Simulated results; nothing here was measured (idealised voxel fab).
The process module presented herein is designated voxel transistor to metal.
Xsec cut, 145 nm wide, square cell size 5 nm.
A cross-section is written here as square cells arranged in a grid, and it is given in bands from the top down, each band taking up one or more rows of cells. Band: top and bottom heights (nm) first, top before bottom; then materials from left to right, widths in nm. "throughout" marks a sole material filling the band edge to edge. "empty" denotes empty space. Ref level 0: as-received wafer is one material below here. Bottom band extends down with no lower bound ("0 nm and below"). The expression "30..40" gives the width at the extremes of the band, the first number at its top row of cells and the second at its bottom row, with the width changing by equal amounts from each row to the next in between. "remains unaltered" -> step changed no cross-section cell. Entry "Closed cavity list" = empty spaces >= 8 cells with no open way to the top; each as width x height at distance, distance from left edge, all nm. Formally, on a step line, whatever follows the settings is a remark that the simulator itself makes on the step. Steps that use a mask can have "overlay nm" on their line. It says how far the mask sat to the right of where it was meant to be. Negative means to the left.

Listed below are the process steps as planned:
1. RECEIVE, material Si
2. OXIDIZE, depth nm 5
3. CONFORMAL_DEP, material SiN, thk nm 10
4. DIRECTIONAL_DEP, material aC, thk nm 10
5. PATTERN, tone cover, mask id ACTIVE, material resist, width nm 115, thk nm 25, overlay nm 0
6. DIRECTIONAL_ETCH, etch materials aC, depth nm 10
7. STRIP, etch materials resist
8. DIRECTIONAL_ETCH, etch materials SiN, depth nm 10
9. DIRECTIONAL_ETCH, etch materials SiO2, depth nm 5
10. DIRECTIONAL_ETCH, etch materials Si, depth nm 20
11. STRIP, etch materials aC
12. FILL_DEP, material SiO2, thk nm 5
13. CMP, height nm 10
14. SELECTIVE_ETCH, etch materials SiO2, depth nm 5
15. STRIP, etch materials SiN
16. SELECTIVE_ETCH, etch materials SiO2, depth nm 5
17. OXIDIZE, depth nm 5
18. DIRECTIONAL_DEP, material polySi, thk nm 30
19. DIRECTIONAL_DEP, material SiCN, thk nm 15
20. PATTERN, tone cover, mask id GATE, material resist, width nm 25, thk nm 20, overlay nm 0
21. DIRECTIONAL_ETCH, etch materials SiCN, depth nm 25
22. DIRECTIONAL_ETCH, etch materials polySi, depth nm 40
23. STRIP, etch materials resist
24. CONFORMAL_DEP, material SiN, thk nm 5
25. DIRECTIONAL_ETCH, etch materials SiN, depth nm 5
26. DIRECTIONAL_ETCH, etch materials SiO2, depth nm 5
27. DIRECTIONAL_ETCH, etch materials Si, depth nm 10
28. EPI, material pSi, thk nm 10
29. FILL_DEP, material SiO2, thk nm 5
30. CMP, height nm 25
31. STRIP, etch materials polySi
32. SELECTIVE_ETCH, etch materials SiO2, depth nm 5
33. CONFORMAL_DEP, material HfO2, thk nm 5
34. CONFORMAL_DEP, material TiN, thk nm 5
35. FILL_DEP, material W, thk nm 10
36. CMP, height nm 20
37. DIRECTIONAL_DEP, material SiO2, thk nm 15
38. DIRECTIONAL_DEP, material aC, thk nm 15
39. PATTERN, tone open, mask id CONTACT, material resist, width nm 20, pitch nm 75, thk nm 35, overlay nm 0
40. DIRECTIONAL_ETCH, etch materials aC, depth nm 15
41. STRIP, etch materials resist
42. DIRECTIONAL_ETCH, etch materials SiO2, depth nm 45
43. STRIP, etch materials aC
44. CONFORMAL_DEP, material TiN, thk nm 5
45. FILL_DEP, material W, thk nm 10
46. CMP, height nm 35
47. CONFORMAL_DEP, material SiCN, thk nm 5
48. DIRECTIONAL_DEP, material lowk, thk nm 15
49. MASKED_ETCH, tone open, mask id METAL_1, width nm 20, pitch nm 75, etch materials lowk, depth nm 15, overlay nm 0
50. MASKED_ETCH, tone open, mask id METAL_1, width nm 20, pitch nm 75, etch materials SiCN, depth nm 5, overlay nm 0
51. CONFORMAL_DEP, material TiN, thk nm 5
52. FILL_DEP, material Ru, thk nm 10
53. CMP, height nm 55
54. EPI, material Ru, thk nm 5
55. FILL_DEP, material SiCN, thk nm 5

This is the cross-section of the wafer as we received it, i.e. after step 1:
- 0 nm and below = Si throughout
- Closed cavity list: none

First of two wafers, end-of-module section, run followed plan:
- 65 nm to 60 nm = SiCN throughout
- 60 nm to 55 nm = 20 of SiCN  30 of Ru  45 of SiCN  30 of Ru  20 of SiCN
- 55 nm to 40 nm = 25 of lowk  5 of TiN  10 of Ru  5 of TiN  55 of lowk  5 of TiN  10 of Ru  5 of TiN  25 of lowk
- 40 nm to 35 nm = 25 of SiCN  20 of TiN  55 of SiCN  20 of TiN  25 of SiCN
- 35 nm to 20 nm = 25 of SiO2  5 of TiN  10 of W  5 of TiN  55 of SiO2  5 of TiN  10 of W  5 of TiN  25 of SiO2
- 20 nm to 0 nm = 25 of SiO2  5 of TiN  10 of W  5 of TiN  10 of SiO2  5 of SiN  5 of HfO2  5 of TiN  5 of W  5 of TiN  5 of HfO2  5 of SiN  10 of SiO2  5 of TiN  10 of W  5 of TiN  25 of SiO2
- 0 nm to -5 nm = 10 of SiO2  5 of SiN  10 of SiO2  5 of TiN  10 of W  5 of TiN  10 of pSi  5 of SiN  5 of HfO2  15 of TiN  5 of HfO2  5 of SiN  10 of pSi  5 of TiN  10 of W  5 of TiN  10 of SiO2  5 of SiN  10 of SiO2
- -5 nm to -10 nm = 25 of SiO2  20 of TiN  10 of pSi  35 of HfO2  10 of pSi  20 of TiN  25 of SiO2
- -10 nm to -20 nm = 15 of SiO2  40 of pSi  35 of Si  40 of pSi  15 of SiO2
- -20 nm to -25 nm = 15 of SiO2  115 of Si  15 of SiO2
- -25 nm and below = Si throughout
- Closed cavity list: none

Here's the second of our two wafers sectioned at module end. Same start as the first, same plan, but one mistake got made running it:
- 65 nm to 60 nm = SiCN throughout
- 60 nm to 55 nm = 20 of SiCN  30 of Ru  45 of SiCN  30 of Ru  20 of SiCN
- 55 nm to 40 nm = 25 of lowk  5 of TiN  10 of Ru  5 of TiN  55 of lowk  5 of TiN  10 of Ru  5 of TiN  25 of lowk
- 40 nm to 35 nm = 25 of SiCN  20 of TiN  55 of SiCN  20 of TiN  25 of SiCN
- 35 nm to 20 nm = 25 of SiO2  5 of TiN  10 of W  5 of TiN  55 of SiO2  5 of TiN  10 of W  5 of TiN  25 of SiO2
- 20 nm to 0 nm = 25 of SiO2  5 of TiN  10 of W  5 of TiN  10 of SiO2  5 of SiN  5 of HfO2  5 of polySi  5 of W  5 of polySi  5 of HfO2  5 of SiN  10 of SiO2  5 of TiN  10 of W  5 of TiN  25 of SiO2
- 0 nm to -5 nm = 10 of SiO2  5 of SiN  10 of SiO2  5 of TiN  10 of W  5 of TiN  10 of pSi  5 of SiN  5 of HfO2  15 of polySi  5 of HfO2  5 of SiN  10 of pSi  5 of TiN  10 of W  5 of TiN  10 of SiO2  5 of SiN  10 of SiO2
- -5 nm to -10 nm = 25 of SiO2  20 of TiN  10 of pSi  35 of HfO2  10 of pSi  20 of TiN  25 of SiO2
- -10 nm to -20 nm = 15 of SiO2  40 of pSi  35 of Si  40 of pSi  15 of SiO2
- -20 nm to -25 nm = 15 of SiO2  115 of Si  15 of SiO2
- -25 nm and below = Si throughout
- Closed cavity list: none
What was the processing mistake? for step 34, the planned setting was not used; the step was instead run as CONFORMAL_DEP, material polySi, thk nm 5
Heads up, by the end the second wafer has more or fewer cells of some materials compared to the first: TiN -11 | polySi +11
